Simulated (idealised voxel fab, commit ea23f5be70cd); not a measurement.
Documented hereafter: the process module known as voxel ribs on slabs.
Pictured: cross-section cut, 205 nm wide, on a grid of 5 nm square cells.
When this document writes out a cross-section, it uses a grid of square cells and lists it as bands, beginning at the top and moving down, with a band standing for one or more rows of cells.
It is stipulated that each band's entry specify, in nanometres, the height of the top of the band and then that of its bottom, followed by the materials of the band in left-to-right sequence, each together with its width in nanometres. A single material marked by the word "everywhere" is understood to fill the band from edge to edge; the word "air" is understood to denote empty space.
Beneath 0, the wafer as received is one material, and that level is where height counting begins. The lowest band goes on downward without a bottom; it is written like "0 and below".
You'd read "30->40" like this: the band's top row of cells is as wide as the first number, its bottom row is as wide as the second, and going down, every row changes width by the same amount as the row before did.
For the purposes of this document, the phrase "all unchanged" attached to a step denotes that no cell within the cross-section was modified by that step.
For the entry "Unvented voids", the listed items are empty spaces with no open way to the top whose size is 8 cells or more; each item follows the pattern width x height at distance, where distance is from the left edge and all three are in nm.
Step line, after settings: the simulator's comment on this step.
Steps that use a mask can have "overlay nm" on their line. It says how far the mask sat to the right of where it was meant to be. Negative means to the left.
Set out below are the planned steps of the process
| 1 | RECEIVE: material Si |
| 2 | DIRECTIONAL_DEP: material SiO2, thk nm 25 |
| 3 | DIRECTIONAL_DEP: material SiN, thk nm 15 |
| 4 | DIRECTIONAL_DEP: material aC, thk nm 10 |
| 5 | PATTERN: tone cover, mask id RIB, material resist, width nm 20, thk nm 25, overlay nm 0 |
| 6 | DIRECTIONAL_ETCH: etch materials aC, depth nm 10 |
| 7 | STRIP: etch materials resist |
| 8 | DIRECTIONAL_ETCH: etch materials SiN, depth nm 5 |
| 9 | STRIP: etch materials aC |
| 10 | MASKED_ETCH: tone cover, mask id SLAB, width nm 60, etch materials SiN, depth nm 10, overlay nm 0 |
| 11 | FILL_DEP: material SiO2, thk nm 15 |
| 12 | CMP: height nm 50 |
| 13 | DIRECTIONAL_DEP: material W, thk nm 10 |
| 14 | PATTERN: tone cover, mask id HEATER, material resist, width nm 30, thk nm 15, overlay nm 0 |
| 15 | DIRECTIONAL_ETCH: etch materials W, depth nm 10 |
| 16 | STRIP: etch materials resist |
| 17 | CONFORMAL_DEP: material SiN, thk nm 5 |
First wafer, as planned
Wafer at receipt (post step 1), cross-section
  0 and below  Si everywhere
  Unvented voids: none
The wafer, seen in cross-section, after step 2
  25 down to 0  SiO2 everywhere
  Below a height of 0, the structure has not been altered.
The wafer, seen in cross-section, after step 3
  40 down to 25  SiN everywhere
  Below a height of 25, the structure has not been altered.
The wafer, seen in cross-section, after step 4
  50 down to 40  aC everywhere
  Below a height of 40, the structure has not been altered.
The wafer, seen in cross-section, after step 5
  75 down to 50  air 90 nm  resist 20 nm  air 95 nm
  Below a height of 50, the structure has not been altered.
The wafer, seen in cross-section, after step 6
  65 down to 50  air 90 nm  resist 20 nm  air 95 nm
  50 down to 40  air 90 nm  aC 20 nm  air 95 nm
  Below a height of 40, the structure has not been altered.
The wafer, seen in cross-section, after step 7
  50 down to 40  air 90 nm  aC 20 nm  air 95 nm
  Below a height of 40, the structure has not been altered.
The wafer, seen in cross-section, after step 8
  50 down to 40  air 90 nm  aC 20 nm  air 95 nm
  40 down to 35  air 90 nm  SiN 20 nm  air 95 nm
  Below a height of 35, the structure has not been altered.
The wafer, seen in cross-section, after step 9
  40 down to 35  air 90 nm  SiN 20 nm  air 95 nm
  Below a height of 35, the structure has not been altered.
The wafer, seen in cross-section, after step 10
  40 down to 35  air 90 nm  SiN 20 nm  air 95 nm
  35 down to 25  air 70 nm  SiN 60 nm  air 75 nm
  Below a height of 25, the structure has not been altered.
The wafer, seen in cross-section, after step 11
  55 down to 40  SiO2 everywhere
  40 down to 35  SiO2 90 nm  SiN 20 nm  SiO2 95 nm
  35 down to 25  SiO2 70 nm  SiN 60 nm  SiO2 75 nm
  Below a height of 25, the structure has not been altered.
The wafer, seen in cross-section, after step 12
  50 down to 40  SiO2 everywhere
  Below a height of 40, the structure has not been altered.
The wafer, seen in cross-section, after step 13
  60 down to 50  W everywhere
  Below a height of 50, the structure has not been altered.
The wafer, seen in cross-section, after step 14
  75 down to 60  air 85 nm  resist 30 nm  air 90 nm
  Below a height of 60, the structure has not been altered.
The wafer, seen in cross-section, after step 15
  75 down to 60  air 85 nm  resist 30 nm  air 90 nm
  60 down to 50  air 85 nm  W 30 nm  air 90 nm
  Below a height of 50, the structure has not been altered.
The wafer, seen in cross-section, after step 16
  60 down to 50  air 85 nm  W 30 nm  air 90 nm
  Below a height of 50, the structure has not been altered.
The wafer, seen in cross-section, after step 17
  65 down to 60  air 80 nm  SiN 40 nm  air 85 nm
  60 down to 55  air 80 nm  SiN 5 nm  W 30 nm  SiN 5 nm  air 85 nm
  55 down to 50  SiN 85 nm  W 30 nm  SiN 90 nm
  Below a height of 50, the structure has not been altered.
Second of two: same start, same plan, one run error; steps up to and including 4 match the first
Second wafer: cross-section at the scheduled end of step 5
  75 down to 50  air 95 nm  resist 15 nm  air 95 nm
  Below a height of 50, the structure has not been altered.
Second wafer: cross-section at the scheduled end of step 6
  65 down to 50  air 95 nm  resist 15 nm  air 95 nm
  50 down to 40  air 95 nm  aC 15 nm  air 95 nm
  Below a height of 40, the structure has not been altered.
Second wafer: cross-section at the scheduled end of step 7
  50 down to 40  air 95 nm  aC 15 nm  air 95 nm
  Below a height of 40, the structure has not been altered.
Second wafer: cross-section at the scheduled end of step 8
  50 down to 40  air 95 nm  aC 15 nm  air 95 nm
  40 down to 35  air 95 nm  SiN 15 nm  air 95 nm
  Below a height of 35, the structure has not been altered.
Second wafer: cross-section at the scheduled end of step 9
  40 down to 35  air 95 nm  SiN 15 nm  air 95 nm
  Below a height of 35, the structure has not been altered.
Second wafer: cross-section at the scheduled end of step 10
  40 down to 35  air 95 nm  SiN 15 nm  air 95 nm
  35 down to 25  air 70 nm  SiN 60 nm  air 75 nm
  Below a height of 25, the structure has not been altered.
Second wafer: cross-section at the scheduled end of step 11
  55 down to 40  SiO2 everywhere
  40 down to 35  SiO2 95 nm  SiN 15 nm  SiO2 95 nm
  35 down to 25  SiO2 70 nm  SiN 60 nm  SiO2 75 nm
  Below a height of 25, the structure has not been altered.
Second wafer: cross-section at the scheduled end of step 12
  50 down to 40  SiO2 everywhere
  Below a height of 40, the structure has not been altered.
Second wafer: cross-section at the scheduled end of step 13
  60 down to 50  W everywhere
  Below a height of 50, the structure has not been altered.
Second wafer: cross-section at the scheduled end of step 14
  75 down to 60  air 85 nm  resist 30 nm  air 90 nm
  Below a height of 60, the structure has not been altered.
Second wafer: cross-section at the scheduled end of step 15
  75 down to 60  air 85 nm  resist 30 nm  air 90 nm
  60 down to 50  air 85 nm  W 30 nm  air 90 nm
  Below a height of 50, the structure has not been altered.
Second wafer: cross-section at the scheduled end of step 16
  60 down to 50  air 85 nm  W 30 nm  air 90 nm
  Below a height of 50, the structure has not been altered.
Second wafer: cross-section at the scheduled end of step 17
  65 down to 60  air 80 nm  SiN 40 nm  air 85 nm
  60 down to 55  air 80 nm  SiN 5 nm  W 30 nm  SiN 5 nm  air 85 nm
  55 down to 50  SiN 85 nm  W 30 nm  SiN 90 nm
  Below a height of 50, the structure has not been altered.
The plan and the run diverged here: not per plan at step 5, really ran PATTERN: tone cover, mask id RIB, material resist, width nm 15, thk nm 25, overlay nm 0
Count the cells at the end and the second wafer has more or fewer of some materials than the first: 1 fewer of SiN | 1 more of SiO2
